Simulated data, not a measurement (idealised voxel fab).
process module | voxel double patterning
cross-section cut | 195 nm wide | cells 5 nm
A cross-section is a grid of square cells, given in bands from the top down. A band is one or more rows of cells.
Each band's line starts with the height of the band's top and of its bottom, in nm. Then come its materials from left to right, each with its width in nm. One material with "throughout" fills the band from edge to edge. "air" is empty space.
Height 0 is the level under which the wafer as received is all one material. The lowest band goes on downwards, as in "0 down".
A width such as "30 to 40" changes by the same amount from each row of cells to the next, from the band's top row to its bottom row.
"no change" after a step means that no cell of the cross-section changed.
closed voids: empty space of 8 cells or more with no open way to the top, each as width x height at its distance from the left edge, in nm
after a step's settings: what the simulator itself notes on the step
overlay nm, on a step with a mask: how far to the right of its planned place the mask lay; to the left if negative
plan
1 op RECEIVE | material Si
2 op CONFORMAL_DEP | material SiN | thk nm 5
3 op DIRECTIONAL_DEP | material SiO2 | thk nm 15
4 op DIRECTIONAL_DEP | material SiCN | thk nm 5
5 op MASKED_ETCH | tone open | mask id FIRST | width nm 15 | pitch nm 50 | etch materials SiCN | depth nm 5 | overlay nm 0
6 op PATTERN | tone open | mask id SECOND | material resist | width nm 15 | pitch nm 50 | thk nm 15 | overlay nm 0
7 op DIRECTIONAL_ETCH | etch materials SiCN | depth nm 5
8 op STRIP | etch materials resist
9 op DIRECTIONAL_ETCH | etch materials SiO2 | depth nm 15
10 op STRIP | etch materials SiCN
as received, after step 1
  0 down: Si throughout
  closed voids: none
first wafer at the end, as planned
  20 to 5: SiO2 40 | air 15 | SiO2 10 | air 15 | SiO2 10 | air 15 | SiO2 10 | air 15 | SiO2 10 | air 15 | SiO2 40
  5 to 0: SiN throughout
  0 down: Si throughout
  closed voids: none
second wafer at the end: like start, like plan, one mistake
  25 to 10: SiO2 40 | air 15 | SiO2 10 | air 15 | SiO2 10 | air 15 | SiO2 10 | air 15 | SiO2 10 | air 15 | SiO2 40
  10 to 5: SiO2 throughout
  5 to 0: SiN throughout
  0 down: Si throughout
  closed voids: none
what went wrong: step 3 ran as: op DIRECTIONAL_DEP | material SiO2 | thk nm 20
at the end the second wafer has, in cells: 39 more of SiO2
